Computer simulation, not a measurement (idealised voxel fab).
The process module presented herein is designated voxel ribs on slabs.
The cross-section shown here is cut; it is 185 nm wide and divided into square cells measuring 5 nm on a side.
Cross-section layout: square cells on a grid; listed as bands, top to bottom; a band spans one or more cell rows.
Band: top and bottom heights (nm) first, top before bottom; then materials from left to right, widths in nm. "full width" marks a sole material filling the band edge to edge. "air" denotes empty space.
It should be noted that heights are counted from 0, beneath which the wafer as supplied is of one material throughout, and that the lowest band possesses no lower boundary but continues downward, as written in "0 -> down".
You'd read "30..40" like this: the band's top row of cells is as wide as the first number, its bottom row is as wide as the second, and going down, every row changes width by the same amount as the row before did.
No cell of the cross-section changed in a step that is given as "no modification".
Closed-off voids of 8+ cells (no open route to the top) go in "Enclosed empty spaces", written width x height at distance from the left edge, in nm.
Step line, after settings: the simulator's comment on this step.
Regarding "overlay nm": on a step with a mask, it is the distance the mask lay to the right of its planned place; a negative value places it to the left.

PROCESS STEPS FORESEEN IN THE PLAN
- 1: RECEIVE: material Si
- 2: DIRECTIONAL_DEP: material SiO2, thk nm 20
- 3: DIRECTIONAL_DEP: material polySi, thk nm 15
- 4: MASKED_ETCH: tone cover, mask id RIB, width nm 15, etch materials polySi, depth nm 5, overlay nm 0
- 5: MASKED_ETCH: tone cover, mask id SLAB, width nm 55, etch materials polySi, depth nm 10, overlay nm 0
- 6: FILL_DEP: material SiO2, thk nm 20
- 7: CMP: height nm 45
- 8: DIRECTIONAL_DEP: material TiN, thk nm 5
- 9: DIRECTIONAL_DEP: material aC, thk nm 10
- 10: PATTERN: tone cover, mask id HEATER, material resist, width nm 25, thk nm 30, overlay nm 0
- 11: DIRECTIONAL_ETCH: etch materials aC, depth nm 10
- 12: STRIP: etch materials resist
- 13: DIRECTIONAL_ETCH: etch materials TiN, depth nm 5
- 14: STRIP: etch materials aC
- 15: CONFORMAL_DEP: material SiN, thk nm 5
All wafers enter the flow in the same state. The depth nm at step 4 differs from wafer to wafer, and the plan gives the value for the first wafer.

SECTIONAL VIEW: FIRST OF SEVERAL WAFERS, AS RECEIVED, AFTER STEP 1
* 0 -> down | Si full width
* Enclosed empty spaces: none

FIRST WAFER AT THE END, AFTER STEP 15
* 55 -> 50 | air 75 | SiN 35 | air 75
* 50 -> 45 | SiN 80 | TiN 25 | SiN 80
* 45 -> 35 | SiO2 full width
* 35 -> 30 | SiO2 85 | polySi 15 | SiO2 85
* 30 -> 20 | SiO2 65 | polySi 55 | SiO2 65
* 20 -> 0 | SiO2 full width
* 0 -> down | Si full width
* Enclosed empty spaces: none

SECTIONAL VIEW OF THE LAST WAFER UPON COMPLETION OF THE MODULE
* 55 -> 50 | air 75 | SiN 35 | air 75
* 50 -> 45 | SiN 80 | TiN 25 | SiN 80
* 45 -> 35 | SiO2 full width
* 35 -> 20 | SiO2 85 | polySi 15 | SiO2 85
* 20 -> 0 | SiO2 full width
* 0 -> down | Si full width
* Enclosed empty spaces: none

BELOW, A ROW FOR EVERY WAFER. READ IT AS THE END-OF-MODULE PICTURE: FOR EACH MATERIAL THE WAFER SHOWS ITS CELLS GAINED (+) OR LOST (-) SINCE IT WAS RECEIVED, AND THEN ITS CLOSED VOIDS
depth nm 5, +39 SiN, +308 SiO2, +5 TiN, +25 polySi, Enclosed empty spaces: none
depth nm 10, +39 SiN, +316 SiO2, +5 TiN, +17 polySi, Enclosed empty spaces: none
depth nm 15, +39 SiN, +324 SiO2, +5 TiN, +9 polySi, Enclosed empty spaces: none
depth nm 20, +39 SiN, +324 SiO2, +5 TiN, +9 polySi, Enclosed empty spaces: none
